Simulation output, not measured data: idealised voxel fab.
process module | voxel trench capacitor
cross-section cut | 160 nm wide | cells 5 nm
A cross-section is a grid of square cells, given in bands from the top down. A band is one or more rows of cells.
Each band's line starts with the height of the band's top and of its bottom, in nm. Then come its materials from left to right, each with its width in nm. One material with "throughout" fills the band from edge to edge. "air" is empty space.
Height 0 is the level under which the wafer as received is all one material. The lowest band goes on downwards, as in "0 down".
A width such as "30 to 40" changes by the same amount from each row of cells to the next, from the band's top row to its bottom row.
"no change" after a step means that no cell of the cross-section changed.
closed voids: empty space of 8 cells or more with no open way to the top, each as width x height at its distance from the left edge, in nm
after a step's settings: what the simulator itself notes on the step
overlay nm, on a step with a mask: how far to the right of its planned place the mask lay; to the left if negative
plan
1 op RECEIVE | material Si
2 op CONFORMAL_DEP | material SiN | thk nm 10
3 op MASKED_ETCH | tone open | mask id TRENCH | width nm 20 | pitch nm 35 | etch materials SiN | depth nm 10 | overlay nm 0
4 op MASKED_ETCH | tone open | mask id TRENCH | width nm 20 | pitch nm 35 | etch materials Si | depth nm 35 | overlay nm 0
5 op CONFORMAL_DEP | material SiO2 | thk nm 5
6 op FILL_DEP | material polySi | thk nm 10
7 op CMP | height nm 10
first wafer, as planned
as received, after step 1
  0 down: Si throughout
  closed voids: none
after step 2
  10 to 0: SiN throughout
  below 0: unchanged
after step 3
  10 to 0: SiN 35 | air 20 | SiN 15 | air 20 | SiN 15 | air 20 | SiN 35
  below 0: unchanged
after step 4
  10 to 0: SiN 35 | air 20 | SiN 15 | air 20 | SiN 15 | air 20 | SiN 35
  0 to -35: Si 35 | air 20 | Si 15 | air 20 | Si 15 | air 20 | Si 35
  below -35: unchanged
after step 5
  15 to 10: SiO2 40 | air 10 | SiO2 25 | air 10 | SiO2 25 | air 10 | SiO2 40
  10 to 0: SiN 35 | SiO2 5 | air 10 | SiO2 5 | SiN 15 | SiO2 5 | air 10 | SiO2 5 | SiN 15 | SiO2 5 | air 10 | SiO2 5 | SiN 35
  0 to -30: Si 35 | SiO2 5 | air 10 | SiO2 5 | Si 15 | SiO2 5 | air 10 | SiO2 5 | Si 15 | SiO2 5 | air 10 | SiO2 5 | Si 35
  -30 to -35: Si 35 | SiO2 20 | Si 15 | SiO2 20 | Si 15 | SiO2 20 | Si 35
  below -35: unchanged
after step 6
  25 to 15: polySi throughout
  15 to 10: SiO2 40 | polySi 10 | SiO2 25 | polySi 10 | SiO2 25 | polySi 10 | SiO2 40
  10 to 0: SiN 35 | SiO2 5 | polySi 10 | SiO2 5 | SiN 15 | SiO2 5 | polySi 10 | SiO2 5 | SiN 15 | SiO2 5 | polySi 10 | SiO2 5 | SiN 35
  0 to -30: Si 35 | SiO2 5 | polySi 10 | SiO2 5 | Si 15 | SiO2 5 | polySi 10 | SiO2 5 | Si 15 | SiO2 5 | polySi 10 | SiO2 5 | Si 35
  below -30: unchanged
after step 7
  10 to 0: SiN 35 | SiO2 5 | polySi 10 | SiO2 5 | SiN 15 | SiO2 5 | polySi 10 | SiO2 5 | SiN 15 | SiO2 5 | polySi 10 | SiO2 5 | SiN 35
  below 0: unchanged
second wafer: like start, like plan, one mistake. Through step 1 it matches the first wafer
when step 2 should have ended
  10 to 0: polySi throughout
  below 0: unchanged
when step 3 should have ended: no change
when step 4 should have ended
  10 to 0: polySi 35 | air 20 | polySi 15 | air 20 | polySi 15 | air 20 | polySi 35
  0 to -25: Si 35 | air 20 | Si 15 | air 20 | Si 15 | air 20 | Si 35
  below -25: unchanged
when step 5 should have ended
  15 to 10: SiO2 40 | air 10 | SiO2 25 | air 10 | SiO2 25 | air 10 | SiO2 40
  10 to 0: polySi 35 | SiO2 5 | air 10 | SiO2 5 | polySi 15 | SiO2 5 | air 10 | SiO2 5 | polySi 15 | SiO2 5 | air 10 | SiO2 5 | polySi 35
  0 to -20: Si 35 | SiO2 5 | air 10 | SiO2 5 | Si 15 | SiO2 5 | air 10 | SiO2 5 | Si 15 | SiO2 5 | air 10 | SiO2 5 | Si 35
  -20 to -25: Si 35 | SiO2 20 | Si 15 | SiO2 20 | Si 15 | SiO2 20 | Si 35
  below -25: unchanged
when step 6 should have ended
  25 to 15: polySi throughout
  15 to 10: SiO2 40 | polySi 10 | SiO2 25 | polySi 10 | SiO2 25 | polySi 10 | SiO2 40
  10 to 0: polySi 35 | SiO2 5 | polySi 10 | SiO2 5 | polySi 15 | SiO2 5 | polySi 10 | SiO2 5 | polySi 15 | SiO2 5 | polySi 10 | SiO2 5 | polySi 35
  0 to -20: Si 35 | SiO2 5 | polySi 10 | SiO2 5 | Si 15 | SiO2 5 | polySi 10 | SiO2 5 | Si 15 | SiO2 5 | polySi 10 | SiO2 5 | Si 35
  below -20: unchanged
when step 7 should have ended
  10 to 0: polySi 35 | SiO2 5 | polySi 10 | SiO2 5 | polySi 15 | SiO2 5 | polySi 10 | SiO2 5 | polySi 15 | SiO2 5 | polySi 10 | SiO2 5 | polySi 35
  below 0: unchanged
what went wrong: step 2 ran as: op CONFORMAL_DEP | material polySi | thk nm 10
at the end the second wafer has, in cells: 24 more of Si | 40 fewer of SiN | 12 fewer of SiO2 | 28 more of polySi
